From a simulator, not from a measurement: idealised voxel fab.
Process module, titled voxel capacitor over wiring
Section shown: cut. Width: 225 nm. Cell size: 5 nm, square.
Cross-sections here: square-cell grids, written as top-down lists of bands, a band being one or more rows of cells.
Band: top height; bottom height; in nm. Then, left to right: material with width in nm, for each material. "everywhere": a single material spanning edge to edge. "empty": empty space.
The reference from which all heights are counted is 0, the level beneath which the as-received wafer is entirely one material; the lowest band, having no lower bound, proceeds downward and is written after the example "top 0, no bottom".
Per-row width for "30..40": begins at first number (top row of band), ends at second number (bottom row), increment between rows held constant.
Take "nothing changed" at face value: in the step it is given for, the cross-section changed in none of its cells.
Basically, "Non-vented voids" tells you about the enclosed voids: empty spaces with no open way to the top, 8 cells or bigger, each written width x height at distance, where distance is from the left edge, all in nm.
Post-settings text on a step line: simulator's own remark regarding the step.
"overlay nm" on a masked step: distance the mask lay right of its planned place, negative for left.
This section lists the process steps that were planned:
1 RECEIVE with material Si
2 CONFORMAL_DEP with material SiO2, thk nm 10
3 DIRECTIONAL_DEP with material TiN, thk nm 5
4 DIRECTIONAL_DEP with material Ru, thk nm 15
5 DIRECTIONAL_DEP with material aC, thk nm 10
6 PATTERN with tone cover, mask id METAL_1, material resist, width nm 30, pitch nm 80, thk nm 25, overlay nm 0
7 DIRECTIONAL_ETCH with etch materials aC, depth nm 10
8 STRIP with etch materials resist
9 DIRECTIONAL_ETCH with etch materials Ru, depth nm 15
10 DIRECTIONAL_ETCH with etch materials TiN, depth nm 5
11 STRIP with etch materials aC
12 CONFORMAL_DEP with material SiCN, thk nm 5
13 FILL_DEP with material lowk, thk nm 10
14 CMP with height nm 30
15 CONFORMAL_DEP with material SiCN, thk nm 5
16 DIRECTIONAL_DEP with material SiO2, thk nm 20
17 MASKED_ETCH with tone open, mask id PLUG_1, width nm 15, etch materials SiO2, depth nm 20, overlay nm 0
18 MASKED_ETCH with tone open, mask id PLUG_1, width nm 15, etch materials SiCN, depth nm 5, overlay nm 0
19 EPI with material Ru, thk nm 10
20 EPI with material Ru, thk nm 10
21 EPI with material Ru, thk nm 5
22 DIRECTIONAL_DEP with material TiN, thk nm 10
23 DIRECTIONAL_DEP with material Al2O3, thk nm 5
24 DIRECTIONAL_DEP with material TiN, thk nm 5
25 DIRECTIONAL_DEP with material aC, thk nm 10
26 PATTERN with tone cover, mask id UPPER_PLATE, material resist, width nm 55, thk nm 30, overlay nm 0
27 DIRECTIONAL_ETCH with etch materials aC, depth nm 10
28 STRIP with etch materials resist
29 DIRECTIONAL_ETCH with etch materials TiN, depth nm 5
30 DIRECTIONAL_ETCH with etch materials Al2O3, depth nm 5
31 STRIP with etch materials aC
32 PATTERN with tone cover, mask id LOWER_PLATE, material resist, width nm 65, thk nm 15, overlay nm 0
33 DIRECTIONAL_ETCH with etch materials TiN, depth nm 10
34 STRIP with etch materials resist
35 FILL_DEP with material SiO2, thk nm 20
36 CMP with height nm 90
37 PATTERN with tone open, mask id PLUG_2, material resist, width nm 15, thk nm 20, overlay nm 0
38 DIRECTIONAL_ETCH with etch materials SiO2, depth nm 15
39 STRIP with etch materials resist
40 CONFORMAL_DEP with material TiN, thk nm 5
41 FILL_DEP with material Cu, thk nm 10
42 CMP with height nm 90
43 CONFORMAL_DEP with material SiCN, thk nm 5
Delivered wafer in cross-section: state after step 1:
* top 0, no bottom  Si everywhere
* Non-vented voids: none
First of two wafers: cross-section at end of module, run per plan:
* top 95, bottom 90  SiCN everywhere
* top 90, bottom 80  SiO2 80, then TiN 5, then Cu 5, then TiN 5, then SiO2 130
* top 80, bottom 70  SiO2 80..70, then TiN 15..55, then SiO2 130..100
* top 70, bottom 65  SiO2 70, then Al2O3 55, then SiO2 100
* top 65, bottom 55  SiO2 65, then TiN 65, then SiO2 95
* top 55, bottom 35  SiO2 70, then Ru 15, then SiO2 140
* top 35, bottom 30  SiCN 70, then Ru 15, then SiCN 140
* top 30, bottom 15  lowk 50, then SiCN 5, then Ru 30, then SiCN 5, then lowk 40, then SiCN 5, then Ru 30, then SiCN 5, then lowk 55
* top 15, bottom 10  SiCN 55, then TiN 30, then SiCN 50, then TiN 30, then SiCN 60
* top 10, bottom 0  SiO2 everywhere
* top 0, no bottom  Si everywhere
* Non-vented voids: none
This is the second of the two wafers, cross-sectioned at the end of the module; it started exactly like the first and was given the same plan, but it was run with one mistake:
* top 95, bottom 90  TiN everywhere
* top 90, bottom 80  SiO2 80, then TiN 5, then Cu 5, then TiN 5, then SiO2 130
* top 80, bottom 70  SiO2 80..70, then TiN 15..55, then SiO2 130..100
* top 70, bottom 65  SiO2 70, then Al2O3 55, then SiO2 100
* top 65, bottom 55  SiO2 65, then TiN 65, then SiO2 95
* top 55, bottom 35  SiO2 70, then Ru 15, then SiO2 140
* top 35, bottom 30  SiCN 70, then Ru 15, then SiCN 140
* top 30, bottom 15  lowk 50, then SiCN 5, then Ru 30, then SiCN 5, then lowk 40, then SiCN 5, then Ru 30, then SiCN 5, then lowk 55
* top 15, bottom 10  SiCN 55, then TiN 30, then SiCN 50, then TiN 30, then SiCN 60
* top 10, bottom 0  SiO2 everywhere
* top 0, no bottom  Si everywhere
* Non-vented voids: none
Short version of what went wrong: step 43 ran differently from the plan; actual operation with settings: CONFORMAL_DEP with material TiN, thk nm 5
Once processing is complete, comparing cell counts shows that the second wafer has more or fewer of certain materials than the first: SiCN: 45 fewer, TiN: 45 more
